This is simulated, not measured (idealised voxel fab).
You're looking at the process module voxel spacer lines.
Displayed cross-section: cut, width of 295 nm, square cells sized 5 nm.
When this document writes out a cross-section, it uses a grid of square cells and lists it as bands, beginning at the top and moving down, with a band standing for one or more rows of cells. Heights first: top, then bottom, in nm. Then materials, left to right, each with a width in nm. "everywhere" on a single material: fills the band edge to edge. "air": empty space. Below 0: as-received wafer, all one material; heights counted from there. Lowest band: no bottom, goes on down, written "0 nm and below". You'd read "30..40" like this: the band's top row of cells is as wide as the first number, its bottom row is as wide as the second, and going down, every row changes width by the same amount as the row before did. "remained unchanged" means the step left every cell of the cross-section as it was. Any empty space of 8 cells or more lacking an open way to the top shows up in "Closed void listing" as width x height at distance, distance from the left edge, in nm. Step line, after settings: the simulator's comment on this step. "overlay nm", when on a step's line for a step with a mask, measures how far to the right of its planned place the mask lay; a negative measure means to the left.

Process steps (planned):
1) RECEIVE: material Si
2) CONFORMAL_DEP: material Al2O3, thk nm 10
3) DIRECTIONAL_DEP: material TiN, thk nm 10
4) DIRECTIONAL_DEP: material aC, thk nm 20
5) PATTERN: tone cover, mask id MANDREL, material resist, width nm 25, pitch nm 70, thk nm 25, overlay nm 0
6) DIRECTIONAL_ETCH: etch materials aC, depth nm 20
7) STRIP: etch materials resist
8) CONFORMAL_DEP: material SiO2, thk nm 5
9) DIRECTIONAL_ETCH: etch materials SiO2, depth nm 10
10) STRIP: etch materials aC
11) DIRECTIONAL_ETCH: etch materials TiN, depth nm 10
12) STRIP: etch materials SiO2
13) FILL_DEP: material SiO2, thk nm 5
14) CMP: height nm 20
Keep in mind the plan's value for the thk nm of step 8 comes from the first wafer; the wafers don't share that setting, but they do share the same starting point.

The first of several wafers, as received after step 1, seen in section:
0 nm and below  Si everywhere
Closed void listing: none

Per-wafer rows below. For each material: cells gained (+) or lost (-) since the wafer was received, as of end of module. Then: closed voids:
thk nm 5 | +118 Al2O3 | +106 SiO2 | +12 TiN | Closed void listing: none
thk nm 10 | +118 Al2O3 | +94 SiO2 | +24 TiN | Closed void listing: none
thk nm 15 | +118 Al2O3 | +118 TiN | Closed void listing: none
thk nm 20 | +118 Al2O3 | +118 TiN | Closed void listing: none
thk nm 25 | +118 Al2O3 | +118 TiN | Closed void listing: none
